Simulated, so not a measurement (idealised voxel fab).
process module | voxel wiring stack
cross-section cut | 285 nm wide | cells 5 nm
A cross-section is a grid of square cells, given in bands from the top down. A band is one or more rows of cells.
Each band's line starts with the height of the band's top and of its bottom, in nm. Then come its materials from left to right, each with its width in nm. One material with "throughout" fills the band from edge to edge. "air" is empty space.
Height 0 is the level under which the wafer as received is all one material. The lowest band goes on downwards, as in "0 down".
A width such as "30 to 40" changes by the same amount from each row of cells to the next, from the band's top row to its bottom row.
"no change" after a step means that no cell of the cross-section changed.
closed voids: empty space of 8 cells or more with no open way to the top, each as width x height at its distance from the left edge, in nm
after a step's settings: what the simulator itself notes on the step
overlay nm, on a step with a mask: how far to the right of its planned place the mask lay; to the left if negative
plan
1 op RECEIVE | material Si
2 op CONFORMAL_DEP | material SiO2 | thk nm 15
3 op CONFORMAL_DEP | material SiCN | thk nm 5
4 op DIRECTIONAL_DEP | material SiO2 | thk nm 25
5 op MASKED_ETCH | tone open | mask id METAL_1 | width nm 25 | pitch nm 40 | etch materials SiO2 | depth nm 25 | overlay nm 0
6 op MASKED_ETCH | tone open | mask id METAL_1 | width nm 25 | pitch nm 40 | etch materials SiCN | depth nm 5 | overlay nm 0
7 op CONFORMAL_DEP | material TiN | thk nm 5
8 op FILL_DEP | material Ru | thk nm 10
9 op CMP | height nm 45
10 op EPI | material Ru | thk nm 5
11 op FILL_DEP | material SiCN | thk nm 5
12 op DIRECTIONAL_DEP | material lowk | thk nm 35
13 op MASKED_ETCH | tone open | mask id METAL_2 | width nm 25 | pitch nm 40 | etch materials lowk | depth nm 20 | overlay nm 0
14 op MASKED_ETCH | tone open | mask id METAL_2_HOLES | width nm 15 | pitch nm 80 | etch materials lowk | depth nm 15 | overlay nm 0
15 op MASKED_ETCH | tone open | mask id METAL_2_HOLES | width nm 15 | pitch nm 80 | etch materials SiCN | depth nm 5 | overlay nm 0
16 op CONFORMAL_DEP | material TiN | thk nm 5
17 op FILL_DEP | material Cu | thk nm 5
18 op CMP | height nm 90
19 op CONFORMAL_DEP | material SiCN | thk nm 5
20 op DIRECTIONAL_DEP | material SiO2 | thk nm 10
21 op DIRECTIONAL_DEP | material aC | thk nm 15
22 op PATTERN | tone open | mask id PLUG_2 | material resist | width nm 15 | pitch nm 40 | thk nm 35 | overlay nm 0
23 op DIRECTIONAL_ETCH | etch materials aC | depth nm 15
24 op STRIP | etch materials resist
25 op DIRECTIONAL_ETCH | etch materials SiO2 | depth nm 10
26 op DIRECTIONAL_ETCH | etch materials SiCN | depth nm 5
27 op STRIP | etch materials aC
28 op EPI | material Ru | thk nm 10
29 op EPI | material Ru | thk nm 5
30 op CONFORMAL_DEP | material SiN | thk nm 5
31 op DIRECTIONAL_DEP | material lowk | thk nm 20
32 op DIRECTIONAL_DEP | material aC | thk nm 10
33 op PATTERN | tone open | mask id METAL_3 | material resist | width nm 15 | pitch nm 40 | thk nm 30 | overlay nm 0
34 op DIRECTIONAL_ETCH | etch materials aC | depth nm 10
35 op STRIP | etch materials resist
36 op DIRECTIONAL_ETCH | etch materials lowk | depth nm 20
37 op DIRECTIONAL_ETCH | etch materials SiN | depth nm 5
38 op STRIP | etch materials aC
39 op CONFORMAL_DEP | material TiN | thk nm 5
40 op FILL_DEP | material W | thk nm 10
41 op CMP | height nm 130
42 op CONFORMAL_DEP | material SiCN | thk nm 5
43 op DIRECTIONAL_DEP | material lowk | thk nm 15
44 op DIRECTIONAL_DEP | material aC | thk nm 15
45 op PATTERN | tone open | mask id PLUG_3 | material resist | width nm 15 | pitch nm 80 | thk nm 35 | overlay nm 0
46 op DIRECTIONAL_ETCH | etch materials aC | depth nm 15
47 op STRIP | etch materials resist
48 op DIRECTIONAL_ETCH | etch materials lowk | depth nm 15
49 op DIRECTIONAL_ETCH | etch materials SiCN | depth nm 5
50 op STRIP | etch materials aC
51 op EPI | material Ru | thk nm 10
52 op EPI | material Ru | thk nm 10
53 op DIRECTIONAL_DEP | material TiN | thk nm 5
54 op DIRECTIONAL_DEP | material Ru | thk nm 15
55 op MASKED_ETCH | tone cover | mask id METAL_4 | width nm 25 | pitch nm 40 | etch materials Ru | depth nm 15 | overlay nm 0
56 op MASKED_ETCH | tone cover | mask id METAL_4 | width nm 25 | pitch nm 40 | etch materials TiN | depth nm 5 | overlay nm 0
57 op CONFORMAL_DEP | material SiCN | thk nm 5
58 op FILL_DEP | material lowk | thk nm 10
59 op CMP | height nm 170
60 op CONFORMAL_DEP | material SiCN | thk nm 5
varied across the wafers: width nm of step 33. The plan shows the first wafer's value. All wafers start alike
first wafer as received, after step 1
  0 down: Si throughout
  closed voids: none
first wafer at the end, after step 60
  175 to 170: SiCN throughout
  170 to 155: lowk 65 | SiCN 5 | Ru 25 | SiCN 5 | lowk 5 | SiCN 5 | Ru 25 | SiCN 5 | lowk 5 | SiCN 5 | Ru 25 | SiCN 5 | lowk 5 | SiCN 5 | Ru 25 | SiCN 5 | lowk 65
  155 to 150: SiCN 70 | TiN 25 | SiCN 15 | TiN 25 | SiCN 15 | TiN 25 | SiCN 15 | TiN 25 | SiCN 70
  150 to 135: lowk 70 | Ru 15 | lowk 65 | Ru 15 | lowk 120
  135 to 130: SiCN 70 | Ru 15 | SiCN 65 | Ru 15 | SiCN 120
  130 to 110: lowk 75 | TiN 5 | W 5 | TiN 5 | lowk 25 | TiN 5 | W 5 | TiN 5 | lowk 25 | TiN 5 | W 5 | TiN 5 | lowk 25 | TiN 5 | W 5 | TiN 5 | lowk 75
  110 to 105: SiN 75 | TiN 15 | SiN 25 | TiN 15 | SiN 25 | TiN 15 | SiN 25 | TiN 15 | SiN 75
  105 to 95: SiO2 70 | Ru 15 | SiO2 25 | Ru 15 | SiO2 25 | Ru 15 | SiO2 25 | Ru 15 | SiO2 80
  95 to 90: SiCN 70 | Ru 15 | SiCN 25 | Ru 15 | SiCN 25 | Ru 15 | SiCN 25 | Ru 15 | SiCN 80
  90 to 75: lowk 70 | TiN 5 | Cu 15 | TiN 5 | lowk 15 | TiN 5 | Cu 15 | TiN 5 | lowk 15 | TiN 5 | Cu 15 | TiN 5 | lowk 15 | TiN 5 | Cu 15 | TiN 5 | lowk 70
  75 to 70: lowk 70 | TiN 5 | Cu 5 | TiN 15 | lowk 15 | TiN 25 | lowk 15 | TiN 5 | Cu 5 | TiN 15 | lowk 15 | TiN 25 | lowk 70
  70 to 55: lowk 70 | TiN 5 | Cu 5 | TiN 5 | lowk 65 | TiN 5 | Cu 5 | TiN 5 | lowk 120
  55 to 50: SiCN 70 | TiN 15 | SiCN 65 | TiN 15 | SiCN 120
  50 to 45: SiCN 65 | Ru 35 | SiCN 5 | Ru 35 | SiCN 5 | Ru 35 | SiCN 5 | Ru 35 | SiCN 65
  45 to 20: SiO2 70 | TiN 5 | Ru 15 | TiN 5 | SiO2 15 | TiN 5 | Ru 15 | TiN 5 | SiO2 15 | TiN 5 | Ru 15 | TiN 5 | SiO2 15 | TiN 5 | Ru 15 | TiN 5 | SiO2 70
  20 to 15: SiCN 70 | TiN 25 | SiCN 15 | TiN 25 | SiCN 15 | TiN 25 | SiCN 15 | TiN 25 | SiCN 70
  15 to 0: SiO2 throughout
  0 down: Si throughout
  closed voids: none
last wafer at the end
  175 to 170: SiCN throughout
  170 to 155: lowk 65 | SiCN 5 | Ru 25 | SiCN 5 | lowk 5 | SiCN 5 | Ru 25 | SiCN 5 | lowk 5 | SiCN 5 | Ru 25 | SiCN 5 | lowk 5 | SiCN 5 | Ru 25 | SiCN 5 | lowk 65
  155 to 150: SiCN 70 | TiN 25 | SiCN 15 | TiN 25 | SiCN 15 | TiN 25 | SiCN 15 | TiN 25 | SiCN 70
  150 to 135: lowk 70 | Ru 15 | lowk 65 | Ru 15 | lowk 120
  135 to 130: SiCN 70 | Ru 15 | SiCN 65 | Ru 15 | SiCN 120
  130 to 110: lowk 70 | TiN 5 | W 15 | TiN 5 | lowk 15 | TiN 5 | W 15 | TiN 5 | lowk 15 | TiN 5 | W 15 | TiN 5 | lowk 15 | TiN 5 | W 15 | TiN 5 | lowk 70
  110 to 105: SiN 70 | TiN 25 | SiN 15 | TiN 25 | SiN 15 | TiN 25 | SiN 15 | TiN 25 | SiN 70
  105 to 95: SiO2 70 | Ru 15 | SiO2 25 | Ru 15 | SiO2 25 | Ru 15 | SiO2 25 | Ru 15 | SiO2 80
  95 to 90: SiCN 70 | Ru 15 | SiCN 25 | Ru 15 | SiCN 25 | Ru 15 | SiCN 25 | Ru 15 | SiCN 80
  90 to 75: lowk 70 | TiN 5 | Cu 15 | TiN 5 | lowk 15 | TiN 5 | Cu 15 | TiN 5 | lowk 15 | TiN 5 | Cu 15 | TiN 5 | lowk 15 | TiN 5 | Cu 15 | TiN 5 | lowk 70
  75 to 70: lowk 70 | TiN 5 | Cu 5 | TiN 15 | lowk 15 | TiN 25 | lowk 15 | TiN 5 | Cu 5 | TiN 15 | lowk 15 | TiN 25 | lowk 70
  70 to 55: lowk 70 | TiN 5 | Cu 5 | TiN 5 | lowk 65 | TiN 5 | Cu 5 | TiN 5 | lowk 120
  55 to 50: SiCN 70 | TiN 15 | SiCN 65 | TiN 15 | SiCN 120
  50 to 45: SiCN 65 | Ru 35 | SiCN 5 | Ru 35 | SiCN 5 | Ru 35 | SiCN 5 | Ru 35 | SiCN 65
  45 to 20: SiO2 70 | TiN 5 | Ru 15 | TiN 5 | SiO2 15 | TiN 5 | Ru 15 | TiN 5 | SiO2 15 | TiN 5 | Ru 15 | TiN 5 | SiO2 15 | TiN 5 | Ru 15 | TiN 5 | SiO2 70
  20 to 15: SiCN 70 | TiN 25 | SiCN 15 | TiN 25 | SiCN 15 | TiN 25 | SiCN 15 | TiN 25 | SiCN 70
  15 to 0: SiO2 throughout
  0 down: Si throughout
  closed voids: none
each wafer at the end: cells of each material gained (+) or lost (-) since it was received, then its closed voids
width nm 15 | +44 Cu | +208 Ru | +331 SiCN | +45 SiN | +446 SiO2 | +184 TiN | +16 W | +721 lowk | closed voids: none
width nm 20 | +44 Cu | +208 Ru | +331 SiCN | +41 SiN | +446 SiO2 | +188 TiN | +32 W | +705 lowk | closed voids: none
width nm 25 | +44 Cu | +208 Ru | +331 SiCN | +37 SiN | +446 SiO2 | +192 TiN | +48 W | +689 lowk | closed voids: none
